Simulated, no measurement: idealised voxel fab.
This section sets out a process module, namely voxel capacitor over wiring.
Section cut is 180 nm wide and gridded with 5 nm square cells.
Cross-section, as written here: a square-cell grid given band by band from the top down, where a band holds one or more rows of cells. For a band, the entry starts with two heights in nm, that of the top and then that of the bottom, and carries on with the band's materials in order from left to right, each alongside its width in nm; the word "throughout" beside a single material means it fills the band edge to edge, and "blank" means empty space. Height 0 is the level under which the wafer as received is all one material. The lowest band goes on downwards, as in "0..down". Note: "30 to 40" means the width goes from the first number (top row of the band) to the second number (bottom row) in equal steps per row of cells. "no change occurred" for a step: no cell of the cross-section changed in that step. Closed-off voids of 8+ cells (no open route to the top) go in "Voids, sealed", written width x height at distance from the left edge, in nm. Text after the settings on a step's line: the simulator's own remark on that step. overlay nm: how far to the right of its planned place the mask lay on this masked step (negative: to the left).
## The following list gives the planned process steps
| 1 | RECEIVE [material Si] |
| 2 | CONFORMAL_DEP [material SiO2] [thk nm 10] |
| 3 | DIRECTIONAL_DEP [material TiN] [thk nm 5] |
| 4 | DIRECTIONAL_DEP [material W] [thk nm 15] |
| 5 | PATTERN [tone cover] [mask id METAL_1] [material resist] [width nm 25] [pitch nm 75] [thk nm 15] [overlay nm 0] |
| 6 | DIRECTIONAL_ETCH [etch materials W] [depth nm 15] |
| 7 | DIRECTIONAL_ETCH [etch materials TiN] [depth nm 5] |
| 8 | STRIP [etch materials resist] |
| 9 | FILL_DEP [material lowk] [thk nm 5] |
| 10 | CMP [height nm 30] |
| 11 | CONFORMAL_DEP [material SiCN] [thk nm 5] |
| 12 | DIRECTIONAL_DEP [material lowk] [thk nm 20] |
| 13 | PATTERN [tone open] [mask id PLUG_1] [material resist] [width nm 15] [thk nm 15] [overlay nm 0] |
| 14 | DIRECTIONAL_ETCH [etch materials lowk] [depth nm 20] |
| 15 | DIRECTIONAL_ETCH [etch materials SiCN] [depth nm 5] |
| 16 | STRIP [etch materials resist] |
| 17 | EPI [material Ru] [thk nm 10] |
| 18 | EPI [material Ru] [thk nm 10] |
| 19 | EPI [material Ru] [thk nm 5] |
| 20 | DIRECTIONAL_DEP [material TiN] [thk nm 10] |
| 21 | DIRECTIONAL_DEP [material Al2O3] [thk nm 5] |
| 22 | DIRECTIONAL_DEP [material TiN] [thk nm 5] |
| 23 | DIRECTIONAL_DEP [material aC] [thk nm 15] |
| 24 | PATTERN [tone cover] [mask id UPPER_PLATE] [material resist] [width nm 55] [thk nm 35] [overlay nm 0] |
| 25 | DIRECTIONAL_ETCH [etch materials aC] [depth nm 15] |
| 26 | STRIP [etch materials resist] |
| 27 | DIRECTIONAL_ETCH [etch materials TiN] [depth nm 5] |
| 28 | DIRECTIONAL_ETCH [etch materials Al2O3] [depth nm 5] |
| 29 | STRIP [etch materials aC] |
| 30 | PATTERN [tone cover] [mask id LOWER_PLATE] [material resist] [width nm 65] [thk nm 20] [overlay nm 0] |
| 31 | DIRECTIONAL_ETCH [etch materials TiN] [depth nm 10] |
| 32 | STRIP [etch materials resist] |
| 33 | FILL_DEP [material SiO2] [thk nm 20] |
| 34 | CMP [height nm 90] |
| 35 | PATTERN [tone open] [mask id PLUG_2] [material resist] [width nm 15] [thk nm 20] [overlay nm 0] |
| 36 | DIRECTIONAL_ETCH [etch materials SiO2] [depth nm 15] |
| 37 | STRIP [etch materials resist] |
| 38 | CONFORMAL_DEP [material TiN] [thk nm 5] |
| 39 | FILL_DEP [material W] [thk nm 10] |
| 40 | CMP [height nm 90] |
| 41 | CONFORMAL_DEP [material SiN] [thk nm 5] |
## Shown in cross-section is the wafer as received, that is, as it stands after step 1
> 0..down | Si throughout
> Voids, sealed: none
## Cross-section at module end, one run error; start and plan unchanged from above
> 95..90 | SiN throughout
> 90..80 | SiO2: 60; TiN: 5; W: 5; TiN: 5; SiO2: 105
> 80..70 | SiO2: 60 to 50; TiN: 15 to 55; SiO2: 105 to 75
> 70..65 | SiO2: 50; Al2O3: 55; SiO2: 75
> 65..55 | SiO2: 50; TiN: 60; SiO2: 70
> 55..35 | lowk: 50; Ru: 15; lowk: 115
> 35..30 | SiCN: 50; Ru: 15; SiCN: 115
> 30..15 | lowk: 40; W: 25; lowk: 50; W: 25; lowk: 40
> 15..10 | lowk: 40; TiN: 25; lowk: 50; TiN: 25; lowk: 40
> 10..0 | SiO2 throughout
> 0..down | Si throughout
> Voids, sealed: none
Where did the run depart from the plan? in deviation from the planned setting, step 30 was conducted as PATTERN [tone cover] [mask id LOWER_PLATE] [material resist] [width nm 60] [thk nm 20] [overlay nm 0]
